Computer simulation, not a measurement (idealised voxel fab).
process module | voxel capacitor over wiring
cross-section cut | 250 nm wide | cells 5 nm
A cross-section is a grid of square cells, given in bands from the top down. A band is one or more rows of cells.
Each band's line starts with the height of the band's top and of its bottom, in nm. Then come its materials from left to right, each with its width in nm. One material with "throughout" fills the band from edge to edge. "air" is empty space.
Height 0 is the level under which the wafer as received is all one material. The lowest band goes on downwards, as in "0 down".
A width such as "30 to 40" changes by the same amount from each row of cells to the next, from the band's top row to its bottom row.
"no change" after a step means that no cell of the cross-section changed.
closed voids: empty space of 8 cells or more with no open way to the top, each as width x height at its distance from the left edge, in nm
after a step's settings: what the simulator itself notes on the step
overlay nm, on a step with a mask: how far to the right of its planned place the mask lay; to the left if negative
plan
1 op RECEIVE | material Si
2 op CONFORMAL_DEP | material SiO2 | thk nm 10
3 op DIRECTIONAL_DEP | material TiN | thk nm 5
4 op DIRECTIONAL_DEP | material Ru | thk nm 25
5 op PATTERN | tone cover | mask id METAL_1 | material resist | width nm 30 | pitch nm 80 | thk nm 20 | overlay nm 0
6 op DIRECTIONAL_ETCH | etch materials Ru | depth nm 25
7 op DIRECTIONAL_ETCH | etch materials TiN | depth nm 5
8 op STRIP | etch materials resist
9 op CONFORMAL_DEP | material SiN | thk nm 5
10 op FILL_DEP | material SiO2 | thk nm 10
11 op CMP | height nm 40
12 op CONFORMAL_DEP | material SiCN | thk nm 5
13 op DIRECTIONAL_DEP | material SiO2 | thk nm 15
14 op PATTERN | tone open | mask id PLUG_1 | material resist | width nm 15 | thk nm 20 | overlay nm 0
15 op DIRECTIONAL_ETCH | etch materials SiO2 | depth nm 15
16 op DIRECTIONAL_ETCH | etch materials SiCN | depth nm 5
17 op STRIP | etch materials resist
18 op CONFORMAL_DEP | material TiN | thk nm 5
19 op FILL_DEP | material Cu | thk nm 5
20 op CMP | height nm 60
21 op DIRECTIONAL_DEP | material TiN | thk nm 5
22 op DIRECTIONAL_DEP | material SiN | thk nm 5
23 op DIRECTIONAL_DEP | material TiN | thk nm 10
24 op PATTERN | tone cover | mask id UPPER_PLATE | material resist | width nm 55 | thk nm 20 | overlay nm 0
25 op DIRECTIONAL_ETCH | etch materials TiN | depth nm 10
26 op DIRECTIONAL_ETCH | etch materials SiN | depth nm 5
27 op STRIP | etch materials resist
28 op PATTERN | tone cover | mask id LOWER_PLATE | material resist | width nm 65 | thk nm 15 | overlay nm 0
29 op DIRECTIONAL_ETCH | etch materials TiN | depth nm 5
30 op STRIP | etch materials resist
31 op FILL_DEP | material SiO2 | thk nm 20
32 op CMP | height nm 95
33 op DIRECTIONAL_DEP | material aC | thk nm 15
34 op PATTERN | tone open | mask id PLUG_2 | material resist | width nm 15 | thk nm 35 | overlay nm 0
35 op DIRECTIONAL_ETCH | etch materials aC | depth nm 15
36 op STRIP | etch materials resist
37 op DIRECTIONAL_ETCH | etch materials SiO2 | depth nm 15
38 op STRIP | etch materials aC
39 op CONFORMAL_DEP | material TiN | thk nm 5
40 op FILL_DEP | material W | thk nm 10
41 op CMP | height nm 95
42 op CONFORMAL_DEP | material SiN | thk nm 5
as received, after step 1
  0 down: Si throughout
  closed voids: none
first wafer at the end, as planned
  100 to 95: SiN throughout
  95 to 85: SiO2 95 | TiN 5 | W 5 | TiN 5 | SiO2 140
  85 to 80: SiO2 95 | TiN 15 | SiO2 140
  80 to 70: SiO2 85 | TiN 55 | SiO2 110
  70 to 65: SiO2 85 | SiN 55 | SiO2 110
  65 to 60: SiO2 80 | TiN 65 | SiO2 105
  60 to 45: SiO2 85 | TiN 5 | Cu 5 | TiN 5 | SiO2 150
  45 to 40: SiCN 85 | TiN 15 | SiCN 150
  40 to 15: SiO2 65 | SiN 5 | Ru 30 | SiN 5 | SiO2 40 | SiN 5 | Ru 30 | SiN 5 | SiO2 65
  15 to 10: SiN 70 | TiN 30 | SiN 50 | TiN 30 | SiN 70
  10 to 0: SiO2 throughout
  0 down: Si throughout
  closed voids: none
second wafer at the end: like start, like plan, one mistake
  100 to 95: SiN throughout
  95 to 85: SiO2 90 | TiN 5 | W 15 | TiN 5 | SiO2 135
  85 to 80: SiO2 90 | TiN 25 | SiO2 135
  80 to 70: SiO2 85 | TiN 55 | SiO2 110
  70 to 65: SiO2 85 | SiN 55 | SiO2 110
  65 to 60: SiO2 80 | TiN 65 | SiO2 105
  60 to 45: SiO2 85 | TiN 5 | Cu 5 | TiN 5 | SiO2 150
  45 to 40: SiCN 85 | TiN 15 | SiCN 150
  40 to 15: SiO2 65 | SiN 5 | Ru 30 | SiN 5 | SiO2 40 | SiN 5 | Ru 30 | SiN 5 | SiO2 65
  15 to 10: SiN 70 | TiN 30 | SiN 50 | TiN 30 | SiN 70
  10 to 0: SiO2 throughout
  0 down: Si throughout
  closed voids: none
what went wrong: step 34 ran as: op PATTERN | tone open | mask id PLUG_2 | material resist | width nm 25 | thk nm 35 | overlay nm 0
at the end the second wafer has, in cells: 6 fewer of SiO2 | 2 more of TiN | 4 more of W
